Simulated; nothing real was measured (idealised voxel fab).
process module | voxel air gaps
cross-section cut | 290 nm wide | cells 5 nm
A cross-section is a grid of square cells, given in bands from the top down. A band is one or more rows of cells.
Each band's line starts with the height of the band's top and of its bottom, in nm. Then come its materials from left to right, each with its width in nm. One material with "throughout" fills the band from edge to edge. "air" is empty space.
Height 0 is the level under which the wafer as received is all one material. The lowest band goes on downwards, as in "0 down".
A width such as "30 to 40" changes by the same amount from each row of cells to the next, from the band's top row to its bottom row.
"no change" after a step means that no cell of the cross-section changed.
closed voids: empty space of 8 cells or more with no open way to the top, each as width x height at its distance from the left edge, in nm
after a step's settings: what the simulator itself notes on the step
overlay nm, on a step with a mask: how far to the right of its planned place the mask lay; to the left if negative
plan
1 op RECEIVE | material Si
2 op CONFORMAL_DEP | material SiO2 | thk nm 15
3 op CONFORMAL_DEP | material SiN | thk nm 5
4 op DIRECTIONAL_DEP | material lowk | thk nm 35
5 op MASKED_ETCH | tone open | mask id LINES | width nm 20 | pitch nm 50 | etch materials lowk | depth nm 35 | overlay nm 0
6 op CONFORMAL_DEP | material TiN | thk nm 5
7 op FILL_DEP | material Cu | thk nm 10
8 op CMP | height nm 55
9 op EPI | material Ru | thk nm 10
10 op SELECTIVE_ETCH | etch materials lowk | depth nm 45
11 op CONFORMAL_DEP | material SiCN | thk nm 5
first wafer, as planned
as received, after step 1
  0 down: Si throughout
  closed voids: none
after step 2
  15 to 0: SiO2 throughout
  below 0: unchanged
after step 3
  20 to 15: SiN throughout
  below 15: unchanged
after step 4
  55 to 20: lowk throughout
  below 20: unchanged
after step 5
  55 to 20: lowk 60 | air 20 | lowk 30 | air 20 | lowk 30 | air 20 | lowk 30 | air 20 | lowk 60
  below 20: unchanged
after step 6
  60 to 55: TiN 65 | air 10 | TiN 40 | air 10 | TiN 40 | air 10 | TiN 40 | air 10 | TiN 65
  55 to 25: lowk 60 | TiN 5 | air 10 | TiN 5 | lowk 30 | TiN 5 | air 10 | TiN 5 | lowk 30 | TiN 5 | air 10 | TiN 5 | lowk 30 | TiN 5 | air 10 | TiN 5 | lowk 60
  25 to 20: lowk 60 | TiN 20 | lowk 30 | TiN 20 | lowk 30 | TiN 20 | lowk 30 | TiN 20 | lowk 60
  below 20: unchanged
after step 7
  70 to 60: Cu throughout
  60 to 55: TiN 65 | Cu 10 | TiN 40 | Cu 10 | TiN 40 | Cu 10 | TiN 40 | Cu 10 | TiN 65
  55 to 25: lowk 60 | TiN 5 | Cu 10 | TiN 5 | lowk 30 | TiN 5 | Cu 10 | TiN 5 | lowk 30 | TiN 5 | Cu 10 | TiN 5 | lowk 30 | TiN 5 | Cu 10 | TiN 5 | lowk 60
  below 25: unchanged
after step 8
  55 to 25: lowk 60 | TiN 5 | Cu 10 | TiN 5 | lowk 30 | TiN 5 | Cu 10 | TiN 5 | lowk 30 | TiN 5 | Cu 10 | TiN 5 | lowk 30 | TiN 5 | Cu 10 | TiN 5 | lowk 60
  below 25: unchanged
after step 9
  65 to 55: air 50 | Ru 40 | air 10 | Ru 40 | air 10 | Ru 40 | air 10 | Ru 40 | air 50
  below 55: unchanged
after step 10
  65 to 55: air 50 | Ru 40 | air 10 | Ru 40 | air 10 | Ru 40 | air 10 | Ru 40 | air 50
  55 to 25: air 60 | TiN 5 | Cu 10 | TiN 5 | air 30 | TiN 5 | Cu 10 | TiN 5 | air 30 | TiN 5 | Cu 10 | TiN 5 | air 30 | TiN 5 | Cu 10 | TiN 5 | air 60
  25 to 20: air 60 | TiN 20 | air 30 | TiN 20 | air 30 | TiN 20 | air 30 | TiN 20 | air 60
  below 20: unchanged
after step 11
  70 to 65: air 45 | SiCN 200 | air 45
  65 to 55: air 45 | SiCN 5 | Ru 40 | SiCN 10 | Ru 40 | SiCN 10 | Ru 40 | SiCN 10 | Ru 40 | SiCN 5 | air 45
  55 to 50: air 45 | SiCN 15 | TiN 5 | Cu 10 | TiN 5 | SiCN 30 | TiN 5 | Cu 10 | TiN 5 | SiCN 30 | TiN 5 | Cu 10 | TiN 5 | SiCN 30 | TiN 5 | Cu 10 | TiN 5 | SiCN 15 | air 45
  50 to 25: air 55 | SiCN 5 | TiN 5 | Cu 10 | TiN 5 | SiCN 5 | air 20 | SiCN 5 | TiN 5 | Cu 10 | TiN 5 | SiCN 5 | air 20 | SiCN 5 | TiN 5 | Cu 10 | TiN 5 | SiCN 5 | air 20 | SiCN 5 | TiN 5 | Cu 10 | TiN 5 | SiCN 5 | air 55
  25 to 20: SiCN 60 | TiN 20 | SiCN 30 | TiN 20 | SiCN 30 | TiN 20 | SiCN 30 | TiN 20 | SiCN 60
  below 20: unchanged
  closed voids: 20 x 25 at 85; 20 x 25 at 135; 20 x 25 at 185
second wafer: like start, like plan, one mistake. Through step 3 it matches the first wafer
when step 4 should have ended
  55 to 15: SiN throughout
  below 15: unchanged
when step 5 should have ended: no change
when step 6 should have ended
  60 to 55: TiN throughout
  below 55: unchanged
when step 7 should have ended
  70 to 60: Cu throughout
  below 60: unchanged
when step 8 should have ended
  55 to 15: SiN throughout
  below 15: unchanged
when step 9 should have ended: no change
when step 10 should have ended: no change
when step 11 should have ended
  60 to 55: SiCN throughout
  below 55: unchanged
what went wrong: step 4 ran as: op DIRECTIONAL_DEP | material SiN | thk nm 35
at the end the second wafer has, in cells: 48 fewer of Cu | 64 fewer of Ru | 104 fewer of SiCN | 406 more of SiN | 64 fewer of TiN
closed voids at the end (first wafer, second wafer): 3, 0
